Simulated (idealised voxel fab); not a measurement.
Process module name: voxel ribs on slabs
Each square cell in cross-section cut measures 5 nm, and the section as a whole is 260 nm wide.
In this document a cross-section is written as a grid of square cells. It is given as a series of bands, listed from the top down, and a band is one or more rows of cells.
The entry gives the band's vertical extent as a top height and a bottom height in nm, then its horizontal make-up as materials from left to right, each with a width in nm. "air" stands for empty space; a single material marked "full width" fills the band edge to edge.
Convention: height 0 is the level below which the wafer, as received, is all one material. The lowest band does not terminate at the bottom but continues downward, represented as "top 0, no bottom".
The expression "30->40" gives the width at the extremes of the band, the first number at its top row of cells and the second at its bottom row, with the width changing by equal amounts from each row to the next in between.
No cell of the cross-section changed in a step that is given as "identical to before".
What "Voids lacking openings" gives you is every empty space of 8 cells or more that is cut off from the top. Each appears as width x height at distance, with the distance taken from the left edge and width, height and distance all in nm.
That trailing text on a step's line, after the settings, is the simulator's own remark on the step.
overlay nm: step with mask; distance mask lay right of planned place; negative value = left of planned place.
Process steps (planned):
- 1: RECEIVE: material Si
- 2: DIRECTIONAL_DEP: material SiO2, thk nm 30
- 3: DIRECTIONAL_DEP: material polySi, thk nm 15
- 4: DIRECTIONAL_DEP: material aC, thk nm 10
- 5: PATTERN: tone cover, mask id RIB, material resist, width nm 15, thk nm 30, overlay nm 0
- 6: DIRECTIONAL_ETCH: etch materials aC, depth nm 10
- 7: STRIP: etch materials resist
- 8: DIRECTIONAL_ETCH: etch materials polySi, depth nm 10
- 9: STRIP: etch materials aC
- 10: MASKED_ETCH: tone cover, mask id SLAB, width nm 75, etch materials polySi, depth nm 5, overlay nm 0
- 11: FILL_DEP: material SiO2, thk nm 15
- 12: CMP: height nm 55
- 13: DIRECTIONAL_DEP: material W, thk nm 10
- 14: DIRECTIONAL_DEP: material aC, thk nm 15
- 15: PATTERN: tone cover, mask id HEATER, material resist, width nm 25, thk nm 30, overlay nm -15
- 16: DIRECTIONAL_ETCH: etch materials aC, depth nm 15
- 17: STRIP: etch materials resist
- 18: DIRECTIONAL_ETCH: etch materials W, depth nm 10
- 19: STRIP: etch materials aC
- 20: CONFORMAL_DEP: material SiN, thk nm 5
Split variable: overlay nm, step 15. Plan value = first wafer. Wafers start alike.
Incoming state of the first of several wafers in cross-section: after step 1:
top 0, no bottom  Si full width
Voids lacking openings: none
Quick look at the cross-section of the first of several wafers after step 20, which wraps up the module:
top 70, bottom 65  air=95 / SiN=35 / air=130
top 65, bottom 60  air=95 / SiN=5 / W=25 / SiN=5 / air=130
top 60, bottom 55  SiN=100 / W=25 / SiN=135
top 55, bottom 45  SiO2 full width
top 45, bottom 35  SiO2=120 / polySi=15 / SiO2=125
top 35, bottom 30  SiO2=90 / polySi=75 / SiO2=95
top 30, bottom 0  SiO2 full width
top 0, no bottom  Si full width
Voids lacking openings: none
Cross-sectional view of the final wafer of several at the module's end:
top 70, bottom 65  air=125 / SiN=35 / air=100
top 65, bottom 60  air=125 / SiN=5 / W=25 / SiN=5 / air=100
top 60, bottom 55  SiN=130 / W=25 / SiN=105
top 55, bottom 45  SiO2 full width
top 45, bottom 35  SiO2=120 / polySi=15 / SiO2=125
top 35, bottom 30  SiO2=90 / polySi=75 / SiO2=95
top 30, bottom 0  SiO2 full width
top 0, no bottom  Si full width
Voids lacking openings: none
Per wafer, end of module: cells gained (+) or lost (-) per material since receipt, then closed voids:
overlay nm -15 | +56 SiN | +551 SiO2 | +10 W | +21 polySi | Voids lacking openings: none
overlay nm -10 | +56 SiN | +551 SiO2 | +10 W | +21 polySi | Voids lacking openings: none
overlay nm -5 | +56 SiN | +551 SiO2 | +10 W | +21 polySi | Voids lacking openings: none
overlay nm 0 | +56 SiN | +551 SiO2 | +10 W | +21 polySi | Voids lacking openings: none
overlay nm 5 | +56 SiN | +551 SiO2 | +10 W | +21 polySi | Voids lacking openings: none
overlay nm 10 | +56 SiN | +551 SiO2 | +10 W | +21 polySi | Voids lacking openings: none
overlay nm 15 | +56 SiN | +551 SiO2 | +10 W | +21 polySi | Voids lacking openings: none
